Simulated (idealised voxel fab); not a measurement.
The following process module bears the name voxel wiring stack.
FYI the section here is cut, 195 nm wide, cells are 5 nm squares.
Heads up, the way a cross-section reads in here is a grid of square cells, handed over as bands from the top down, with every band being one or more rows of cells. Band entry format. Leading values: height of top, height of bottom, nm. Remainder: materials in left-to-right order, each with its width in nm. Special words: "throughout" on a single material, which then fills the band edge to edge; "air", empty space. Below 0: as-received wafer, all one material; heights counted from there. Lowest band: no bottom, goes on down, written "0 down". The two numbers in a width such as "30->40" mark its ends across the band: the first belongs to the top row of cells, the second to the bottom row, and from each row to the next the width moves by the same amount. "nothing altered" -> step changed no cross-section cell. The list in "Closed void entries" covers empty spaces of 8 cells or more that cannot reach the top through any open way, and it gives each as width x height at distance; the distance is from the left edge, and width, height and distance are in nm. Read whatever lies past the settings on a step's line as the simulator's own remark about the step. The optional step-line setting "overlay nm" applies to steps with a mask and quantifies how far to the right of its planned location the mask lay, a negative value indicating leftward placement.

Process steps foreseen in the plan:
1,RECEIVE (material Si)
2,CONFORMAL_DEP (material SiO2; thk nm 10)
3,CONFORMAL_DEP (material SiN; thk nm 5)
4,DIRECTIONAL_DEP (material SiO2; thk nm 15)
5,DIRECTIONAL_DEP (material aC; thk nm 15)
6,PATTERN (tone open; mask id METAL_1; material resist; width nm 25; pitch nm 40; thk nm 35; overlay nm 0)
7,DIRECTIONAL_ETCH (etch materials aC; depth nm 15)
8,STRIP (etch materials resist)
9,DIRECTIONAL_ETCH (etch materials SiO2; depth nm 15)
10,DIRECTIONAL_ETCH (etch materials SiN; depth nm 5)
11,STRIP (etch materials aC)
12,CONFORMAL_DEP (material TiN; thk nm 5)
13,FILL_DEP (material W; thk nm 10)
14,CMP (height nm 30)
15,EPI (material Ru; thk nm 5)
16,FILL_DEP (material SiCN; thk nm 5)
17,DIRECTIONAL_DEP (material lowk; thk nm 15)
18,DIRECTIONAL_DEP (material aC; thk nm 10)
19,PATTERN (tone open; mask id PLUG_1; material resist; width nm 15; pitch nm 40; thk nm 30; overlay nm 0)
20,DIRECTIONAL_ETCH (etch materials aC; depth nm 10)
21,STRIP (etch materials resist)
22,DIRECTIONAL_ETCH (etch materials lowk; depth nm 15)
23,DIRECTIONAL_ETCH (etch materials SiCN; depth nm 5)
24,STRIP (etch materials aC)
25,CONFORMAL_DEP (material TiN; thk nm 5)
26,FILL_DEP (material W; thk nm 10)
27,CMP (height nm 55)
28,CONFORMAL_DEP (material SiN; thk nm 5)
29,DIRECTIONAL_DEP (material SiO2; thk nm 20)
30,MASKED_ETCH (tone open; mask id METAL_2; width nm 25; pitch nm 40; etch materials SiO2; depth nm 20; overlay nm 0)
31,MASKED_ETCH (tone open; mask id METAL_2; width nm 25; pitch nm 40; etch materials SiN; depth nm 5; overlay nm 0)
32,CONFORMAL_DEP (material TiN; thk nm 5)
33,FILL_DEP (material Cu; thk nm 5)
34,CMP (height nm 80)
35,CONFORMAL_DEP (material SiCN; thk nm 5)
36,DIRECTIONAL_DEP (material SiO2; thk nm 20)
37,DIRECTIONAL_DEP (material aC; thk nm 15)
38,PATTERN (tone open; mask id PLUG_2; material resist; width nm 15; pitch nm 40; thk nm 30; overlay nm 0)
39,DIRECTIONAL_ETCH (etch materials aC; depth nm 15)
40,STRIP (etch materials resist)
41,DIRECTIONAL_ETCH (etch materials SiO2; depth nm 20)
42,DIRECTIONAL_ETCH (etch materials SiCN; depth nm 5)
43,STRIP (etch materials aC)
44,CONFORMAL_DEP (material TiN; thk nm 5)
45,FILL_DEP (material W; thk nm 10)
46,CMP (height nm 105)
47,DIRECTIONAL_DEP (material TiN; thk nm 5)
48,DIRECTIONAL_DEP (material W; thk nm 25)
49,PATTERN (tone cover; mask id METAL_3; material resist; width nm 25; pitch nm 40; thk nm 20; overlay nm 0)
50,DIRECTIONAL_ETCH (etch materials W; depth nm 25)
51,DIRECTIONAL_ETCH (etch materials TiN; depth nm 5)
52,STRIP (etch materials resist)
53,FILL_DEP (material lowk; thk nm 5)
54,CMP (height nm 135)
55,CONFORMAL_DEP (material SiN; thk nm 5)

Wafer at receipt (post step 1), cross-section:
  0 down = Si throughout
  Closed void entries: none

The cross-section shown corresponds to the wafer at the conclusion of the module. The initial structure and the process plan are those presented above; however, one mistake occurred in executing the plan:
  140 to 135 = SiN throughout
  135 to 110 = lowk 45 nm, then W 25 nm, then lowk 15 nm, then W 25 nm, then lowk 15 nm, then W 25 nm, then lowk 45 nm
  110 to 105 = lowk 45 nm, then TiN 25 nm, then lowk 15 nm, then TiN 25 nm, then lowk 15 nm, then TiN 25 nm, then lowk 45 nm
  105 to 85 = SiO2 45 nm, then TiN 5 nm, then W 5 nm, then TiN 5 nm, then SiO2 25 nm, then TiN 5 nm, then W 5 nm, then TiN 5 nm, then SiO2 25 nm, then TiN 5 nm, then W 5 nm, then TiN 5 nm, then SiO2 55 nm
  85 to 80 = SiCN 45 nm, then TiN 15 nm, then SiCN 25 nm, then TiN 15 nm, then SiCN 25 nm, then TiN 15 nm, then SiCN 55 nm
  80 to 75 = SiO2 45 nm, then TiN 5 nm, then Cu 15 nm, then TiN 5 nm, then SiO2 15 nm, then TiN 5 nm, then Cu 15 nm, then TiN 5 nm, then SiO2 15 nm, then TiN 5 nm, then Cu 15 nm, then TiN 5 nm, then SiO2 45 nm
  75 to 70 = SiN 45 nm, then TiN 25 nm, then SiN 15 nm, then TiN 25 nm, then SiN 15 nm, then TiN 25 nm, then SiN 45 nm
  70 to 60 = W throughout
  60 to 55 = TiN 50 nm, then W 5 nm, then TiN 35 nm, then W 5 nm, then TiN 35 nm, then W 5 nm, then TiN 60 nm
  55 to 40 = lowk 45 nm, then TiN 5 nm, then W 5 nm, then TiN 5 nm, then lowk 25 nm, then TiN 5 nm, then W 5 nm, then TiN 5 nm, then lowk 25 nm, then TiN 5 nm, then W 5 nm, then TiN 5 nm, then lowk 55 nm
  40 to 35 = SiCN 45 nm, then TiN 15 nm, then SiCN 25 nm, then TiN 15 nm, then SiCN 25 nm, then TiN 15 nm, then SiCN 55 nm
  35 to 30 = SiCN 40 nm, then Ru 35 nm, then SiCN 5 nm, then Ru 35 nm, then SiCN 5 nm, then Ru 35 nm, then SiCN 40 nm
  30 to 15 = SiO2 45 nm, then TiN 5 nm, then W 15 nm, then TiN 5 nm, then SiO2 15 nm, then TiN 5 nm, then W 15 nm, then TiN 5 nm, then SiO2 15 nm, then TiN 5 nm, then W 15 nm, then TiN 5 nm, then SiO2 45 nm
  15 to 10 = SiN 45 nm, then TiN 25 nm, then SiN 15 nm, then TiN 25 nm, then SiN 15 nm, then TiN 25 nm, then SiN 45 nm
  10 to 0 = SiO2 throughout
  0 down = Si throughout
  Closed void entries: none
Finding, execution versus plan: yeah, step 27 of the plan got skipped, never ran
